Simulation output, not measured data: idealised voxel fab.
voxel quadruple lines: a process module
Square cell edge 5 nm, section width 230 nm, ID cut.
When this document writes out a cross-section, it uses a grid of square cells and lists it as bands, beginning at the top and moving down, with a band standing for one or more rows of cells. What a band's entry tells you: where the top is and where the bottom is, as heights in nm, and after that what lies inside, material by material from left to right, each with its width in nm. Empty space is written as the word "empty", and a single material marked with the word "everywhere" occupies the band from edge to edge. Ref level 0: as-received wafer is one material below here. Bottom band extends down with no lower bound ("0..down"). When a width is written as two numbers, as in "30->40", the first number is the width in the top row of cells of the band and the second is the width in its bottom row, and the width changes by the same amount from each row to the next. Where the words "nothing different" appear for a step, the cross-section shows no cell changed by that step; every cell remained as before. In the "Encapsulated voids" entry, you get each enclosed empty space of 8 cells or more, one with no open way to the top, written width x height at distance, distance from the left edge, in nm. Post-settings text on a step line: simulator's own remark regarding the step. Each step line may optionally specify "overlay nm", which for a step with a mask gives the rightward distance between the mask's planned place and where it lay, a negative value indicating the leftward direction.

Below is the list of planned process steps
- 1: op RECEIVE | material Si
- 2: op CONFORMAL_DEP | material SiO2 | thk nm 10
- 3: op DIRECTIONAL_DEP | material Ru | thk nm 10
- 4: op DIRECTIONAL_DEP | material polySi | thk nm 20
- 5: op DIRECTIONAL_DEP | material aC | thk nm 20
- 6: op PATTERN | tone cover | mask id MANDREL | material resist | width nm 35 | pitch nm 100 | thk nm 30 | overlay nm 0
- 7: op DIRECTIONAL_ETCH | etch materials aC | depth nm 20
- 8: op STRIP | etch materials resist
- 9: op CONFORMAL_DEP | material SiO2 | thk nm 15
- 10: op DIRECTIONAL_ETCH | etch materials SiO2 | depth nm 15
- 11: op STRIP | etch materials aC
- 12: op DIRECTIONAL_ETCH | etch materials polySi | depth nm 20
- 13: op STRIP | etch materials SiO2
- 14: op CONFORMAL_DEP | material SiN | thk nm 10
- 15: op DIRECTIONAL_ETCH | etch materials SiN | depth nm 10
- 16: op STRIP | etch materials polySi
- 17: op DIRECTIONAL_ETCH | etch materials Ru | depth nm 10
- 18: op STRIP | etch materials SiN

This is the cross-section of the wafer as we received it, i.e. after step 1
	0..down  Si everywhere
	Encapsulated voids: none

Cross-sectional result after module completion. Note: starting condition and plan are unchanged from above; one processing mistake was made
	20..10  30 nm empty / 10 nm Ru / 5 nm empty / 10 nm Ru / 15 nm empty / 10 nm Ru / 5 nm empty / 10 nm Ru / 35 nm empty / 10 nm Ru / 5 nm empty / 10 nm Ru / 15 nm empty / 10 nm Ru / 5 nm empty / 10 nm Ru / 35 nm empty
	10..0  SiO2 everywhere
	0..down  Si everywhere
	Encapsulated voids: none
So what did we get wrong on this run? so step 9 ended up running with a different setting than we planned, it ran as op CONFORMAL_DEP | material SiO2 | thk nm 5
